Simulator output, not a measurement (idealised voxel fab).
process module | voxel released beams
cross-section cut | 220 nm wide | cells 5 nm
A cross-section is a grid of square cells, given in bands from the top down. A band is one or more rows of cells.
Each band's line starts with the height of the band's top and of its bottom, in nm. Then come its materials from left to right, each with its width in nm. One material with "throughout" fills the band from edge to edge. "air" is empty space.
Height 0 is the level under which the wafer as received is all one material. The lowest band goes on downwards, as in "0 down".
A width such as "30 to 40" changes by the same amount from each row of cells to the next, from the band's top row to its bottom row.
"no change" after a step means that no cell of the cross-section changed.
closed voids: empty space of 8 cells or more with no open way to the top, each as width x height at its distance from the left edge, in nm
after a step's settings: what the simulator itself notes on the step
overlay nm, on a step with a mask: how far to the right of its planned place the mask lay; to the left if negative
plan
1 op RECEIVE | material Si
2 op CONFORMAL_DEP | material SiN | thk nm 5
3 op DIRECTIONAL_DEP | material SiO2 | thk nm 15
4 op PATTERN | tone open | mask id ANCHOR | material resist | width nm 35 | thk nm 20 | overlay nm 0
5 op DIRECTIONAL_ETCH | etch materials SiO2 | depth nm 15
6 op STRIP | etch materials resist
7 op CONFORMAL_DEP | material TiN | thk nm 10
8 op MASKED_ETCH | tone cover | mask id BEAM | width nm 105 | etch materials TiN | depth nm 10 | overlay nm 0
9 op STRIP | etch materials SiO2
as received, after step 1
  0 down: Si throughout
  closed voids: none
first wafer at the end, as planned
  30 to 20: air 55 | TiN 15 | air 15 | TiN 75 | air 60
  20 to 15: air 60 | TiN 10 | air 15 | TiN 10 | air 125
  15 to 5: air 60 | TiN 35 | air 125
  5 to 0: SiN throughout
  0 down: Si throughout
  closed voids: none
second wafer at the end: like start, like plan, one mistake
  25 to 15: air 55 | TiN 15 | air 15 | TiN 75 | air 60
  15 to 5: air 60 | TiN 35 | air 125
  5 to 0: SiN throughout
  0 down: Si throughout
  closed voids: none
what went wrong: step 3 ran as: op DIRECTIONAL_DEP | material SiO2 | thk nm 10
at the end the second wafer has, in cells: 4 fewer of TiN
